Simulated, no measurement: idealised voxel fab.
process module | voxel wiring stack
cross-section cut | 155 nm wide | cells 5 nm
A cross-section is a grid of square cells, given in bands from the top down. A band is one or more rows of cells.
Each band's line starts with the height of the band's top and of its bottom, in nm. Then come its materials from left to right, each with its width in nm. One material with "throughout" fills the band from edge to edge. "air" is empty space.
Height 0 is the level under which the wafer as received is all one material. The lowest band goes on downwards, as in "0 down".
A width such as "30 to 40" changes by the same amount from each row of cells to the next, from the band's top row to its bottom row.
"no change" after a step means that no cell of the cross-section changed.
closed voids: empty space of 8 cells or more with no open way to the top, each as width x height at its distance from the left edge, in nm
after a step's settings: what the simulator itself notes on the step
overlay nm, on a step with a mask: how far to the right of its planned place the mask lay; to the left if negative
Each pair below shows a cross-section before one step and the cross-section after it, down to the lowest band that changed. The line under each pair gives the step between them, with its settings. The pairs can come from different runs of this module on the same starting wafer, so a pair continues from the pair above only where its "before" says so.
before
  45 to 35: aC 40 | air 25 | aC 20 | air 25 | aC 45
  35 to 10: SiO2 40 | air 25 | SiO2 20 | air 25 | SiO2 45
  10 to 5: SiN 40 | air 25 | SiN 20 | air 25 | SiN 45
  5 to 0: SiO2 throughout
  0 down: Si throughout
  closed voids: none
after
  35 to 10: SiO2 40 | air 25 | SiO2 20 | air 25 | SiO2 45
  below 10: unchanged
  closed voids: none
the step between: op STRIP | etch materials aC
before: the cross-section after the pair above
after
  40 to 35: TiN 45 | air 15 | TiN 30 | air 15 | TiN 50
  35 to 10: SiO2 40 | TiN 5 | air 15 | TiN 5 | SiO2 20 | TiN 5 | air 15 | TiN 5 | SiO2 45
  10 to 5: SiN 40 | TiN 25 | SiN 20 | TiN 25 | SiN 45
  below 5: unchanged
  closed voids: none
the step between: op CONFORMAL_DEP | material TiN | thk nm 5
before: the cross-section after the pair above
after
  45 to 40: Ru throughout
  40 to 35: TiN 45 | Ru 15 | TiN 30 | Ru 15 | TiN 50
  35 to 10: SiO2 40 | TiN 5 | Ru 15 | TiN 5 | SiO2 20 | TiN 5 | Ru 15 | TiN 5 | SiO2 45
  below 10: unchanged
  closed voids: none
the step between: op FILL_DEP | material Ru | thk nm 5
before: the cross-section after the pair above
after
  50 to 45: SiCN throughout
  below 45: unchanged
  closed voids: none
the step between: op CONFORMAL_DEP | material SiCN | thk nm 5
before: the cross-section after the pair above
after
  75 to 50: lowk throughout
  below 50: unchanged
  closed voids: none
the step between: op DIRECTIONAL_DEP | material lowk | thk nm 25
before: the cross-section after the pair above
after
  85 to 75: aC throughout
  below 75: unchanged
  closed voids: none
the step between: op DIRECTIONAL_DEP | material aC | thk nm 10
before: the cross-section after the pair above
after
  115 to 85: resist 40 | air 15 | resist 30 | air 15 | resist 55
  below 85: unchanged
  closed voids: none
the step between: op PATTERN | tone open | mask id METAL_2_HOLES | material resist | width nm 15 | pitch nm 45 | thk nm 30 | overlay nm 0
before: the cross-section after the pair above
after
  105 to 85: resist 40 | air 15 | resist 30 | air 15 | resist 55
  85 to 75: aC 40 | air 15 | aC 30 | air 15 | aC 55
  below 75: unchanged
  closed voids: none
the step between: op DIRECTIONAL_ETCH | etch materials aC | depth nm 10
before: the cross-section after the pair above
after
  85 to 75: aC 40 | air 15 | aC 30 | air 15 | aC 55
  below 75: unchanged
  closed voids: none
the step between: op STRIP | etch materials resist
before: the cross-section after the pair above
after
  85 to 75: aC 40 | air 15 | aC 30 | air 15 | aC 55
  75 to 50: lowk 40 | air 15 | lowk 30 | air 15 | lowk 55
  below 50: unchanged
  closed voids: none
the step between: op DIRECTIONAL_ETCH | etch materials lowk | depth nm 25
before: the cross-section after the pair above
after
  75 to 50: lowk 40 | air 15 | lowk 30 | air 15 | lowk 55
  below 50: unchanged
  closed voids: none
the step between: op STRIP | etch materials aC
before: the cross-section after the pair above
after
  75 to 60: lowk 40 | air 25 | lowk 20 | air 25 | lowk 45
  below 60: unchanged
  closed voids: none
the step between: op MASKED_ETCH | tone open | mask id METAL_2 | width nm 25 | pitch nm 45 | etch materials lowk | depth nm 15 | overlay nm 0
before: the cross-section after the pair above
after
  75 to 60: lowk 40 | air 25 | lowk 20 | air 25 | lowk 45
  60 to 50: lowk 40 | air 15 | lowk 30 | air 15 | lowk 55
  50 to 45: SiCN 40 | air 15 | SiCN 30 | air 15 | SiCN 55
  below 45: unchanged
  closed voids: none
the step between: op MASKED_ETCH | tone open | mask id METAL_2 | width nm 25 | pitch nm 45 | etch materials SiCN | depth nm 5 | overlay nm 0
before: the cross-section after the pair above
after
  80 to 75: TiN 45 | air 15 | TiN 30 | air 15 | TiN 50
  75 to 65: lowk 40 | TiN 5 | air 15 | TiN 5 | lowk 20 | TiN 5 | air 15 | TiN 5 | lowk 45
  65 to 60: lowk 40 | TiN 5 | air 5 | TiN 15 | lowk 20 | TiN 5 | air 5 | TiN 15 | lowk 45
  60 to 50: lowk 40 | TiN 5 | air 5 | TiN 5 | lowk 30 | TiN 5 | air 5 | TiN 5 | lowk 55
  50 to 45: SiCN 40 | TiN 15 | SiCN 30 | TiN 15 | SiCN 55
  below 45: unchanged
  closed voids: none
the step between: op CONFORMAL_DEP | material TiN | thk nm 5
before: the cross-section after the pair above
after
  90 to 80: Cu throughout
  80 to 75: TiN 45 | Cu 15 | TiN 30 | Cu 15 | TiN 50
  75 to 65: lowk 40 | TiN 5 | Cu 15 | TiN 5 | lowk 20 | TiN 5 | Cu 15 | TiN 5 | lowk 45
  65 to 60: lowk 40 | TiN 5 | Cu 5 | TiN 15 | lowk 20 | TiN 5 | Cu 5 | TiN 15 | lowk 45
  60 to 50: lowk 40 | TiN 5 | Cu 5 | TiN 5 | lowk 30 | TiN 5 | Cu 5 | TiN 5 | lowk 55
  below 50: unchanged
  closed voids: none
the step between: op FILL_DEP | material Cu | thk nm 10
before: the cross-section after the pair above
after
  75 to 65: lowk 40 | TiN 5 | Cu 15 | TiN 5 | lowk 20 | TiN 5 | Cu 15 | TiN 5 | lowk 45
  below 65: unchanged
  closed voids: none
the step between: op CMP | height nm 75
before: the cross-section after the pair above
after
  80 to 75: SiCN throughout
  below 75: unchanged
  closed voids: none
the step between: op CONFORMAL_DEP | material SiCN | thk nm 5
before: the cross-section after the pair above
after
  115 to 80: SiO2 throughout
  below 80: unchanged
  closed voids: none
the step between: op DIRECTIONAL_DEP | material SiO2 | thk nm 35
before: the cross-section after the pair above
after
  135 to 115: resist 40 | air 15 | resist 100
  below 115: unchanged
  closed voids: none
the step between: op PATTERN | tone open | mask id METAL_3_HOLES | material resist | width nm 15 | thk nm 20 | overlay nm 0
before: the cross-section after the pair above
after
  135 to 115: resist 40 | air 15 | resist 100
  115 to 80: SiO2 40 | air 15 | SiO2 100
  below 80: unchanged
  closed voids: none
the step between: op DIRECTIONAL_ETCH | etch materials SiO2 | depth nm 35
before: the cross-section after the pair above
after
  115 to 80: SiO2 40 | air 15 | SiO2 100
  below 80: unchanged
  closed voids: none
the step between: op STRIP | etch materials resist
before: the cross-section after the pair above
after
  130 to 115: resist 40 | air 25 | resist 20 | air 25 | resist 45
  below 115: unchanged
  closed voids: none
the step between: op PATTERN | tone open | mask id METAL_3 | material resist | width nm 25 | pitch nm 45 | thk nm 15 | overlay nm 0
before: the cross-section after the pair above
after
  130 to 115: resist 40 | air 25 | resist 20 | air 25 | resist 45
  115 to 95: SiO2 40 | air 25 | SiO2 20 | air 25 | SiO2 45
  below 95: unchanged
  closed voids: none
the step between: op DIRECTIONAL_ETCH | etch materials SiO2 | depth nm 20
before: the cross-section after the pair above
after
  130 to 115: resist 40 | air 25 | resist 20 | air 25 | resist 45
  115 to 95: SiO2 40 | air 25 | SiO2 20 | air 25 | SiO2 45
  95 to 80: SiO2 40 | air 15 | SiO2 100
  80 to 75: SiCN 40 | air 15 | SiCN 100
  below 75: unchanged
  closed voids: none
the step between: op DIRECTIONAL_ETCH | etch materials SiCN | depth nm 5
before: the cross-section after the pair above
after
  115 to 95: SiO2 40 | air 25 | SiO2 20 | air 25 | SiO2 45
  below 95: unchanged
  closed voids: none
the step between: op STRIP | etch materials resist
before: the cross-section after the pair above
after
  120 to 115: TiN 45 | air 15 | TiN 30 | air 15 | TiN 50
  115 to 100: SiO2 40 | TiN 5 | air 15 | TiN 5 | SiO2 20 | TiN 5 | air 15 | TiN 5 | SiO2 45
  100 to 95: SiO2 40 | TiN 5 | air 5 | TiN 15 | SiO2 20 | TiN 25 | SiO2 45
  95 to 80: SiO2 40 | TiN 5 | air 5 | TiN 5 | SiO2 100
  80 to 75: SiCN 40 | TiN 15 | SiCN 100
  below 75: unchanged
  closed voids: none
the step between: op CONFORMAL_DEP | material TiN | thk nm 5
before: the cross-section after the pair above
after
  125 to 120: Cu throughout
  120 to 115: TiN 45 | Cu 15 | TiN 30 | Cu 15 | TiN 50
  115 to 100: SiO2 40 | TiN 5 | Cu 15 | TiN 5 | SiO2 20 | TiN 5 | Cu 15 | TiN 5 | SiO2 45
  100 to 95: SiO2 40 | TiN 5 | Cu 5 | TiN 15 | SiO2 20 | TiN 25 | SiO2 45
  95 to 80: SiO2 40 | TiN 5 | Cu 5 | TiN 5 | SiO2 100
  below 80: unchanged
  closed voids: none
the step between: op FILL_DEP | material Cu | thk nm 5
before: the cross-section after the pair above
after
  115 to 100: SiO2 40 | TiN 5 | Cu 15 | TiN 5 | SiO2 20 | TiN 5 | Cu 15 | TiN 5 | SiO2 45
  below 100: unchanged
  closed voids: none
the step between: op CMP | height nm 115
before: the cross-section after the pair above
after
  120 to 115: SiN throughout
  below 115: unchanged
  closed voids: none
the step between: op CONFORMAL_DEP | material SiN | thk nm 5
before
  115 to 80: SiO2 throughout
  80 to 75: SiCN throughout
  75 to 65: lowk 40 | TiN 5 | Cu 15 | TiN 5 | lowk 20 | TiN 5 | Cu 15 | TiN 5 | lowk 45
  65 to 60: lowk 40 | TiN 5 | Cu 5 | TiN 15 | lowk 20 | TiN 5 | Cu 5 | TiN 15 | lowk 45
  60 to 50: lowk 40 | TiN 5 | Cu 5 | TiN 5 | lowk 30 | TiN 5 | Cu 5 | TiN 5 | lowk 55
  50 to 45: SiCN 40 | TiN 15 | SiCN 30 | TiN 15 | SiCN 55
  45 to 20: SiO2 40 | TiN 5 | Ru 15 | TiN 5 | SiO2 20 | TiN 5 | Ru 15 | TiN 5 | SiO2 45
  20 to 15: SiN 40 | TiN 25 | SiN 20 | TiN 25 | SiN 45
  15 to 0: SiO2 throughout
  0 down: Si throughout
  closed voids: none
after
  135 to 115: resist 40 | air 20 | resist 95
  below 115: unchanged
  closed voids: none
the step between: op PATTERN | tone open | mask id METAL_3_HOLES | material resist | width nm 20 | thk nm 20 | overlay nm 0
before: the cross-section after the pair above
after
  135 to 115: resist 40 | air 20 | resist 95
  115 to 80: SiO2 40 | air 20 | SiO2 95
  below 80: unchanged
  closed voids: none
the step between: op DIRECTIONAL_ETCH | etch materials SiO2 | depth nm 35
before: the cross-section after the pair above
after
  115 to 80: SiO2 40 | air 20 | SiO2 95
  below 80: unchanged
  closed voids: none
the step between: op STRIP | etch materials resist
before: the cross-section after the pair above
after
  130 to 115: resist 40 | air 25 | resist 20 | air 25 | resist 45
  below 115: unchanged
  closed voids: none
the step between: op PATTERN | tone open | mask id METAL_3 | material resist | width nm 25 | pitch nm 45 | thk nm 15 | overlay nm 0
before: the cross-section after the pair above
after
  130 to 115: resist 40 | air 25 | resist 20 | air 25 | resist 45
  115 to 95: SiO2 40 | air 25 | SiO2 20 | air 25 | SiO2 45
  below 95: unchanged
  closed voids: none
the step between: op DIRECTIONAL_ETCH | etch materials SiO2 | depth nm 20
before: the cross-section after the pair above
after
  130 to 115: resist 40 | air 25 | resist 20 | air 25 | resist 45
  115 to 95: SiO2 40 | air 25 | SiO2 20 | air 25 | SiO2 45
  95 to 80: SiO2 40 | air 20 | SiO2 95
  80 to 75: SiCN 40 | air 20 | SiCN 95
  below 75: unchanged
  closed voids: none
the step between: op DIRECTIONAL_ETCH | etch materials SiCN | depth nm 5
before: the cross-section after the pair above
after
  115 to 95: SiO2 40 | air 25 | SiO2 20 | air 25 | SiO2 45
  below 95: unchanged
  closed voids: none
the step between: op STRIP | etch materials resist
before: the cross-section after the pair above
after
  120 to 115: TiN 45 | air 15 | TiN 30 | air 15 | TiN 50
  115 to 100: SiO2 40 | TiN 5 | air 15 | TiN 5 | SiO2 20 | TiN 5 | air 15 | TiN 5 | SiO2 45
  100 to 95: SiO2 40 | TiN 5 | air 10 | TiN 10 | SiO2 20 | TiN 25 | SiO2 45
  95 to 80: SiO2 40 | TiN 5 | air 10 | TiN 5 | SiO2 95
  80 to 75: SiCN 40 | TiN 20 | SiCN 95
  below 75: unchanged
  closed voids: none
the step between: op CONFORMAL_DEP | material TiN | thk nm 5
before: the cross-section after the pair above
after
  125 to 120: Cu throughout
  120 to 115: TiN 45 | Cu 15 | TiN 30 | Cu 15 | TiN 50
  115 to 100: SiO2 40 | TiN 5 | Cu 15 | TiN 5 | SiO2 20 | TiN 5 | Cu 15 | TiN 5 | SiO2 45
  100 to 95: SiO2 40 | TiN 5 | Cu 10 | TiN 10 | SiO2 20 | TiN 25 | SiO2 45
  95 to 80: SiO2 40 | TiN 5 | Cu 10 | TiN 5 | SiO2 95
  below 80: unchanged
  closed voids: none
the step between: op FILL_DEP | material Cu | thk nm 5
before: the cross-section after the pair above
after
  115 to 100: SiO2 40 | TiN 5 | Cu 15 | TiN 5 | SiO2 20 | TiN 5 | Cu 15 | TiN 5 | SiO2 45
  below 100: unchanged
  closed voids: none
the step between: op CMP | height nm 115
before: the cross-section after the pair above
after
  120 to 115: SiN throughout
  below 115: unchanged
  closed voids: none
the step between: op CONFORMAL_DEP | material SiN | thk nm 5
before
  75 to 50: lowk 40 | air 15 | lowk 30 | air 15 | lowk 55
  50 to 45: SiCN throughout
  45 to 20: SiO2 40 | TiN 5 | Ru 15 | TiN 5 | SiO2 20 | TiN 5 | Ru 15 | TiN 5 | SiO2 45
  20 to 15: SiN 40 | TiN 25 | SiN 20 | TiN 25 | SiN 45
  15 to 0: SiO2 throughout
  0 down: Si throughout
  closed voids: none
after
  75 to 60: lowk 35 | air 25 | lowk 20 | air 25 | lowk 50
  below 60: unchanged
  closed voids: none
the step between: op MASKED_ETCH | tone open | mask id METAL_2 | width nm 25 | pitch nm 45 | etch materials lowk | depth nm 15 | overlay nm -5
before: the cross-section after the pair above
after
  75 to 60: lowk 35 | air 25 | lowk 20 | air 25 | lowk 50
  60 to 50: lowk 40 | air 15 | lowk 30 | air 15 | lowk 55
  50 to 45: SiCN 40 | air 15 | SiCN 30 | air 15 | SiCN 55
  below 45: unchanged
  closed voids: none
the step between: op MASKED_ETCH | tone open | mask id METAL_2 | width nm 25 | pitch nm 45 | etch materials SiCN | depth nm 5 | overlay nm 0
before: the cross-section after the pair above
after
  80 to 75: TiN 40 | air 15 | TiN 30 | air 15 | TiN 55
  75 to 65: lowk 35 | TiN 5 | air 15 | TiN 5 | lowk 20 | TiN 5 | air 15 | TiN 5 | lowk 50
  65 to 60: lowk 35 | TiN 10 | air 5 | TiN 10 | lowk 20 | TiN 10 | air 5 | TiN 10 | lowk 50
  60 to 50: lowk 40 | TiN 5 | air 5 | TiN 5 | lowk 30 | TiN 5 | air 5 | TiN 5 | lowk 55
  50 to 45: SiCN 40 | TiN 15 | SiCN 30 | TiN 15 | SiCN 55
  below 45: unchanged
  closed voids: none
the step between: op CONFORMAL_DEP | material TiN | thk nm 5
before: the cross-section after the pair above
after
  90 to 80: Cu throughout
  80 to 75: TiN 40 | Cu 15 | TiN 30 | Cu 15 | TiN 55
  75 to 65: lowk 35 | TiN 5 | Cu 15 | TiN 5 | lowk 20 | TiN 5 | Cu 15 | TiN 5 | lowk 50
  65 to 60: lowk 35 | TiN 10 | Cu 5 | TiN 10 | lowk 20 | TiN 10 | Cu 5 | TiN 10 | lowk 50
  60 to 50: lowk 40 | TiN 5 | Cu 5 | TiN 5 | lowk 30 | TiN 5 | Cu 5 | TiN 5 | lowk 55
  below 50: unchanged
  closed voids: none
the step between: op FILL_DEP | material Cu | thk nm 10
before: the cross-section after the pair above
after
  75 to 65: lowk 35 | TiN 5 | Cu 15 | TiN 5 | lowk 20 | TiN 5 | Cu 15 | TiN 5 | lowk 50
  below 65: unchanged
  closed voids: none
the step between: op CMP | height nm 75
before: the cross-section after the pair above
after
  80 to 75: SiCN throughout
  below 75: unchanged
  closed voids: none
the step between: op CONFORMAL_DEP | material SiCN | thk nm 5
before: the cross-section after the pair above
after
  115 to 80: SiO2 throughout
  below 80: unchanged
  closed voids: none
the step between: op DIRECTIONAL_DEP | material SiO2 | thk nm 35
before: the cross-section after the pair above
after
  135 to 115: resist 40 | air 15 | resist 100
  below 115: unchanged
  closed voids: none
the step between: op PATTERN | tone open | mask id METAL_3_HOLES | material resist | width nm 15 | thk nm 20 | overlay nm 0
before: the cross-section after the pair above
after
  135 to 115: resist 40 | air 15 | resist 100
  115 to 80: SiO2 40 | air 15 | SiO2 100
  below 80: unchanged
  closed voids: none
the step between: op DIRECTIONAL_ETCH | etch materials SiO2 | depth nm 35
before: the cross-section after the pair above
after
  115 to 80: SiO2 40 | air 15 | SiO2 100
  below 80: unchanged
  closed voids: none
the step between: op STRIP | etch materials resist
before: the cross-section after the pair above
after
  130 to 115: resist 40 | air 25 | resist 20 | air 25 | resist 45
  below 115: unchanged
  closed voids: none
the step between: op PATTERN | tone open | mask id METAL_3 | material resist | width nm 25 | pitch nm 45 | thk nm 15 | overlay nm 0
before: the cross-section after the pair above
after
  130 to 115: resist 40 | air 25 | resist 20 | air 25 | resist 45
  115 to 95: SiO2 40 | air 25 | SiO2 20 | air 25 | SiO2 45
  below 95: unchanged
  closed voids: none
the step between: op DIRECTIONAL_ETCH | etch materials SiO2 | depth nm 20
before: the cross-section after the pair above
after
  130 to 115: resist 40 | air 25 | resist 20 | air 25 | resist 45
  115 to 95: SiO2 40 | air 25 | SiO2 20 | air 25 | SiO2 45
  95 to 80: SiO2 40 | air 15 | SiO2 100
  80 to 75: SiCN 40 | air 15 | SiCN 100
  below 75: unchanged
  closed voids: none
the step between: op DIRECTIONAL_ETCH | etch materials SiCN | depth nm 5
before: the cross-section after the pair above
after
  115 to 95: SiO2 40 | air 25 | SiO2 20 | air 25 | SiO2 45
  below 95: unchanged
  closed voids: none
the step between: op STRIP | etch materials resist
before: the cross-section after the pair above
after
  120 to 115: TiN 45 | air 15 | TiN 30 | air 15 | TiN 50
  115 to 100: SiO2 40 | TiN 5 | air 15 | TiN 5 | SiO2 20 | TiN 5 | air 15 | TiN 5 | SiO2 45
  100 to 95: SiO2 40 | TiN 5 | air 5 | TiN 15 | SiO2 20 | TiN 25 | SiO2 45
  95 to 80: SiO2 40 | TiN 5 | air 5 | TiN 5 | SiO2 100
  80 to 75: SiCN 40 | TiN 15 | SiCN 100
  below 75: unchanged
  closed voids: none
the step between: op CONFORMAL_DEP | material TiN | thk nm 5
before: the cross-section after the pair above
after
  125 to 120: Cu throughout
  120 to 115: TiN 45 | Cu 15 | TiN 30 | Cu 15 | TiN 50
  115 to 100: SiO2 40 | TiN 5 | Cu 15 | TiN 5 | SiO2 20 | TiN 5 | Cu 15 | TiN 5 | SiO2 45
  100 to 95: SiO2 40 | TiN 5 | Cu 5 | TiN 15 | SiO2 20 | TiN 25 | SiO2 45
  95 to 80: SiO2 40 | TiN 5 | Cu 5 | TiN 5 | SiO2 100
  below 80: unchanged
  closed voids: none
the step between: op FILL_DEP | material Cu | thk nm 5
before: the cross-section after the pair above
after
  115 to 100: SiO2 40 | TiN 5 | Cu 15 | TiN 5 | SiO2 20 | TiN 5 | Cu 15 | TiN 5 | SiO2 45
  below 100: unchanged
  closed voids: none
the step between: op CMP | height nm 115
before: the cross-section after the pair above
after
  120 to 115: SiN throughout
  below 115: unchanged
  closed voids: none
the step between: op CONFORMAL_DEP | material SiN | thk nm 5
before
  50 to 45: TiN 45 | air 15 | TiN 30 | air 15 | TiN 50
  45 to 20: SiO2 40 | TiN 5 | air 15 | TiN 5 | SiO2 20 | TiN 5 | air 15 | TiN 5 | SiO2 45
  20 to 15: SiN 40 | TiN 25 | SiN 20 | TiN 25 | SiN 45
  15 to 0: SiO2 throughout
  0 down: Si throughout
  closed voids: none
after
  55 to 50: aC throughout
  50 to 45: TiN 45 | aC 15 | TiN 30 | aC 15 | TiN 50
  45 to 20: SiO2 40 | TiN 5 | aC 15 | TiN 5 | SiO2 20 | TiN 5 | aC 15 | TiN 5 | SiO2 45
  below 20: unchanged
  closed voids: none
the step between: op FILL_DEP | material aC | thk nm 5
before: the cross-section after the pair above
after
  45 to 20: SiO2 40 | TiN 5 | aC 15 | TiN 5 | SiO2 20 | TiN 5 | aC 15 | TiN 5 | SiO2 45
  below 20: unchanged
  closed voids: none
the step between: op CMP | height nm 45
before: the cross-section after the pair above
after
  50 to 45: SiCN throughout
  below 45: unchanged
  closed voids: none
the step between: op CONFORMAL_DEP | material SiCN | thk nm 5
before: the cross-section after the pair above
after
  75 to 50: lowk throughout
  below 50: unchanged
  closed voids: none
the step between: op DIRECTIONAL_DEP | material lowk | thk nm 25
before: the cross-section after the pair above
after
  85 to 75: aC throughout
  below 75: unchanged
  closed voids: none
the step between: op DIRECTIONAL_DEP | material aC | thk nm 10
before: the cross-section after the pair above
after
  115 to 85: resist 40 | air 15 | resist 30 | air 15 | resist 55
  below 85: unchanged
  closed voids: none
the step between: op PATTERN | tone open | mask id METAL_2_HOLES | material resist | width nm 15 | pitch nm 45 | thk nm 30 | overlay nm 0
before: the cross-section after the pair above
after
  105 to 85: resist 40 | air 15 | resist 30 | air 15 | resist 55
  85 to 75: aC 40 | air 15 | aC 30 | air 15 | aC 55
  below 75: unchanged
  closed voids: none
the step between: op DIRECTIONAL_ETCH | etch materials aC | depth nm 10
before: the cross-section after the pair above
after
  85 to 75: aC 40 | air 15 | aC 30 | air 15 | aC 55
  below 75: unchanged
  closed voids: none
the step between: op STRIP | etch materials resist
before: the cross-section after the pair above
after
  85 to 75: aC 40 | air 15 | aC 30 | air 15 | aC 55
  75 to 50: lowk 40 | air 15 | lowk 30 | air 15 | lowk 55
  below 50: unchanged
  closed voids: none
the step between: op DIRECTIONAL_ETCH | etch materials lowk | depth nm 25
before: the cross-section after the pair above
after
  75 to 50: lowk 40 | air 15 | lowk 30 | air 15 | lowk 55
  below 50: unchanged
  closed voids: none
the step between: op STRIP | etch materials aC
before: the cross-section after the pair above
after
  75 to 60: lowk 40 | air 25 | lowk 20 | air 25 | lowk 45
  below 60: unchanged
  closed voids: none
the step between: op MASKED_ETCH | tone open | mask id METAL_2 | width nm 25 | pitch nm 45 | etch materials lowk | depth nm 15 | overlay nm 0
before: the cross-section after the pair above
after
  75 to 60: lowk 40 | air 25 | lowk 20 | air 25 | lowk 45
  60 to 50: lowk 40 | air 15 | lowk 30 | air 15 | lowk 55
  50 to 45: SiCN 40 | air 15 | SiCN 30 | air 15 | SiCN 55
  below 45: unchanged
  closed voids: none
the step between: op MASKED_ETCH | tone open | mask id METAL_2 | width nm 25 | pitch nm 45 | etch materials SiCN | depth nm 5 | overlay nm 0
before: the cross-section after the pair above
after
  80 to 75: TiN 45 | air 15 | TiN 30 | air 15 | TiN 50
  75 to 65: lowk 40 | TiN 5 | air 15 | TiN 5 | lowk 20 | TiN 5 | air 15 | TiN 5 | lowk 45
  65 to 60: lowk 40 | TiN 5 | air 5 | TiN 15 | lowk 20 | TiN 5 | air 5 | TiN 15 | lowk 45
  60 to 50: lowk 40 | TiN 5 | air 5 | TiN 5 | lowk 30 | TiN 5 | air 5 | TiN 5 | lowk 55
  50 to 45: SiCN 40 | TiN 15 | SiCN 30 | TiN 15 | SiCN 55
  below 45: unchanged
  closed voids: none
the step between: op CONFORMAL_DEP | material TiN | thk nm 5
before: the cross-section after the pair above
after
  90 to 80: Cu throughout
  80 to 75: TiN 45 | Cu 15 | TiN 30 | Cu 15 | TiN 50
  75 to 65: lowk 40 | TiN 5 | Cu 15 | TiN 5 | lowk 20 | TiN 5 | Cu 15 | TiN 5 | lowk 45
  65 to 60: lowk 40 | TiN 5 | Cu 5 | TiN 15 | lowk 20 | TiN 5 | Cu 5 | TiN 15 | lowk 45
  60 to 50: lowk 40 | TiN 5 | Cu 5 | TiN 5 | lowk 30 | TiN 5 | Cu 5 | TiN 5 | lowk 55
  below 50: unchanged
  closed voids: none
the step between: op FILL_DEP | material Cu | thk nm 10
before: the cross-section after the pair above
after
  75 to 65: lowk 40 | TiN 5 | Cu 15 | TiN 5 | lowk 20 | TiN 5 | Cu 15 | TiN 5 | lowk 45
  below 65: unchanged
  closed voids: none
the step between: op CMP | height nm 75
before: the cross-section after the pair above
after
  80 to 75: SiCN throughout
  below 75: unchanged
  closed voids: none
the step between: op CONFORMAL_DEP | material SiCN | thk nm 5
before: the cross-section after the pair above
after
  115 to 80: SiO2 throughout
  below 80: unchanged
  closed voids: none
the step between: op DIRECTIONAL_DEP | material SiO2 | thk nm 35
before: the cross-section after the pair above
after
  135 to 115: resist 40 | air 15 | resist 100
  below 115: unchanged
  closed voids: none
the step between: op PATTERN | tone open | mask id METAL_3_HOLES | material resist | width nm 15 | thk nm 20 | overlay nm 0
before: the cross-section after the pair above
after
  135 to 115: resist 40 | air 15 | resist 100
  115 to 80: SiO2 40 | air 15 | SiO2 100
  below 80: unchanged
  closed voids: none
the step between: op DIRECTIONAL_ETCH | etch materials SiO2 | depth nm 35
before: the cross-section after the pair above
after
  115 to 80: SiO2 40 | air 15 | SiO2 100
  below 80: unchanged
  closed voids: none
the step between: op STRIP | etch materials resist
before: the cross-section after the pair above
after
  130 to 115: resist 40 | air 25 | resist 20 | air 25 | resist 45
  below 115: unchanged
  closed voids: none
the step between: op PATTERN | tone open | mask id METAL_3 | material resist | width nm 25 | pitch nm 45 | thk nm 15 | overlay nm 0
before: the cross-section after the pair above
after
  130 to 115: resist 40 | air 25 | resist 20 | air 25 | resist 45
  115 to 95: SiO2 40 | air 25 | SiO2 20 | air 25 | SiO2 45
  below 95: unchanged
  closed voids: none
the step between: op DIRECTIONAL_ETCH | etch materials SiO2 | depth nm 20
before: the cross-section after the pair above
after
  130 to 115: resist 40 | air 25 | resist 20 | air 25 | resist 45
  115 to 95: SiO2 40 | air 25 | SiO2 20 | air 25 | SiO2 45
  95 to 80: SiO2 40 | air 15 | SiO2 100
  80 to 75: SiCN 40 | air 15 | SiCN 100
  below 75: unchanged
  closed voids: none
the step between: op DIRECTIONAL_ETCH | etch materials SiCN | depth nm 5
before: the cross-section after the pair above
after
  115 to 95: SiO2 40 | air 25 | SiO2 20 | air 25 | SiO2 45
  below 95: unchanged
  closed voids: none
the step between: op STRIP | etch materials resist
before: the cross-section after the pair above
after
  120 to 115: TiN 45 | air 15 | TiN 30 | air 15 | TiN 50
  115 to 100: SiO2 40 | TiN 5 | air 15 | TiN 5 | SiO2 20 | TiN 5 | air 15 | TiN 5 | SiO2 45
  100 to 95: SiO2 40 | TiN 5 | air 5 | TiN 15 | SiO2 20 | TiN 25 | SiO2 45
  95 to 80: SiO2 40 | TiN 5 | air 5 | TiN 5 | SiO2 100
  80 to 75: SiCN 40 | TiN 15 | SiCN 100
  below 75: unchanged
  closed voids: none
the step between: op CONFORMAL_DEP | material TiN | thk nm 5
before: the cross-section after the pair above
after
  125 to 120: Cu throughout
  120 to 115: TiN 45 | Cu 15 | TiN 30 | Cu 15 | TiN 50
  115 to 100: SiO2 40 | TiN 5 | Cu 15 | TiN 5 | SiO2 20 | TiN 5 | Cu 15 | TiN 5 | SiO2 45
  100 to 95: SiO2 40 | TiN 5 | Cu 5 | TiN 15 | SiO2 20 | TiN 25 | SiO2 45
  95 to 80: SiO2 40 | TiN 5 | Cu 5 | TiN 5 | SiO2 100
  below 80: unchanged
  closed voids: none
the step between: op FILL_DEP | material Cu | thk nm 5
before: the cross-section after the pair above
after
  115 to 100: SiO2 40 | TiN 5 | Cu 15 | TiN 5 | SiO2 20 | TiN 5 | Cu 15 | TiN 5 | SiO2 45
  below 100: unchanged
  closed voids: none
the step between: op CMP | height nm 115
before: the cross-section after the pair above
after
  120 to 115: SiN throughout
  below 115: unchanged
  closed voids: none
the step between: op CONFORMAL_DEP | material SiN | thk nm 5
before
  55 to 45: aC throughout
  45 to 20: SiO2 throughout
  20 to 15: SiN throughout
  15 to 0: SiO2 throughout
  0 down: Si throughout
  closed voids: none
after
  80 to 55: air 40 | resist 25 | air 20 | resist 25 | air 45
  below 55: unchanged
  closed voids: none
the step between: op PATTERN | tone cover | mask id METAL_1 | material resist | width nm 25 | pitch nm 45 | thk nm 25 | overlay nm 0
before: the cross-section after the pair above
after
  70 to 55: air 40 | resist 25 | air 20 | resist 25 | air 45
  55 to 45: air 40 | aC 25 | air 20 | aC 25 | air 45
  below 45: unchanged
  closed voids: none
the step between: op DIRECTIONAL_ETCH | etch materials aC | depth nm 10
before: the cross-section after the pair above
after
  55 to 45: air 40 | aC 25 | air 20 | aC 25 | air 45
  below 45: unchanged
  closed voids: none
the step between: op STRIP | etch materials resist
before: the cross-section after the pair above
after
  55 to 45: air 40 | aC 25 | air 20 | aC 25 | air 45
  45 to 20: air 40 | SiO2 25 | air 20 | SiO2 25 | air 45
  below 20: unchanged
  closed voids: none
the step between: op DIRECTIONAL_ETCH | etch materials SiO2 | depth nm 25
before: the cross-section after the pair above
after
  55 to 45: air 40 | aC 25 | air 20 | aC 25 | air 45
  45 to 20: air 40 | SiO2 25 | air 20 | SiO2 25 | air 45
  20 to 15: air 40 | SiN 25 | air 20 | SiN 25 | air 45
  below 15: unchanged
  closed voids: none
the step between: op DIRECTIONAL_ETCH | etch materials SiN | depth nm 5
before: the cross-section after the pair above
after
  45 to 20: air 40 | SiO2 25 | air 20 | SiO2 25 | air 45
  below 20: unchanged
  closed voids: none
the step between: op STRIP | etch materials aC
before: the cross-section after the pair above
after
  50 to 45: air 35 | TiN 35 | air 10 | TiN 35 | air 40
  45 to 20: air 35 | TiN 5 | SiO2 25 | TiN 5 | air 10 | TiN 5 | SiO2 25 | TiN 5 | air 40
  20 to 15: TiN 40 | SiN 25 | TiN 20 | SiN 25 | TiN 45
  below 15: unchanged
  closed voids: none
the step between: op CONFORMAL_DEP | material TiN | thk nm 5
